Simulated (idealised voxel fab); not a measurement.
The name of this process module is voxel ribs on slabs.
For reference, the cross-section in this document is cut, with width 225 nm and square cells of 5 nm.
A cross-section is a grid of square cells, given in bands from the top down. A band is one or more rows of cells. It is stipulated that each band's entry specify, in nanometres, the height of the top of the band and then that of its bottom, followed by the materials of the band in left-to-right sequence, each together with its width in nanometres. A single material marked by the word "throughout" is understood to fill the band from edge to edge; the word "air" is understood to denote empty space. Heads up on the height convention: 0 is the point under which the incoming wafer is all one material, and the lowest band has no bottom, it just keeps going down, like "0 down". The width entry "30..40" should be interpreted row by row: the top row of cells in the band takes the first number, the bottom row takes the second number, and the change between adjacent rows is uniform throughout. Take "remained the same" at face value: in the step it is given for, the cross-section changed in none of its cells. Enclosed internal cavities: empty space of 8 cells or more with no open way to the top, each as width x height at its distance from the left edge, in nm. after a step's settings: what the simulator itself notes on the step. Regarding "overlay nm": on a step with a mask, it is the distance the mask lay to the right of its planned place; a negative value places it to the left.
-- Here's what the planned process steps look like
1) RECEIVE,material Si
2) DIRECTIONAL_DEP,material SiO2,thk nm 25
3) DIRECTIONAL_DEP,material SiN,thk nm 20
4) MASKED_ETCH,tone cover,mask id RIB,width nm 30,etch materials SiN,depth nm 10,overlay nm 0
5) PATTERN,tone cover,mask id SLAB,material resist,width nm 80,thk nm 20,overlay nm 0
6) DIRECTIONAL_ETCH,etch materials SiN,depth nm 10
7) STRIP,etch materials resist
8) FILL_DEP,material SiO2,thk nm 20
9) CMP,height nm 60
10) DIRECTIONAL_DEP,material W,thk nm 10
11) DIRECTIONAL_DEP,material aC,thk nm 15
12) PATTERN,tone cover,mask id HEATER,material resist,width nm 40,thk nm 30,overlay nm 0
13) DIRECTIONAL_ETCH,etch materials aC,depth nm 15
14) STRIP,etch materials resist
15) DIRECTIONAL_ETCH,etch materials W,depth nm 10
16) STRIP,etch materials aC
17) CONFORMAL_DEP,material SiN,thk nm 5
-- Wafer at receipt (post step 1), cross-section
0 down: Si throughout
Enclosed internal cavities: none
-- Cross-section at module end, one run error; start and plan unchanged from above
75 to 70: SiN 95; air 30; SiN 100
70 to 65: W 90; SiN 5; air 30; SiN 5; W 95
65 to 60: W 90; SiN 40; W 95
60 to 45: SiO2 throughout
45 to 35: SiO2 95; SiN 30; SiO2 100
35 to 25: SiO2 70; SiN 80; SiO2 75
25 to 0: SiO2 throughout
0 down: Si throughout
Enclosed internal cavities: none
Want to know what went wrong? not per plan at step 12, really ran PATTERN,tone open,mask id HEATER,material resist,width nm 40,thk nm 30,overlay nm 0
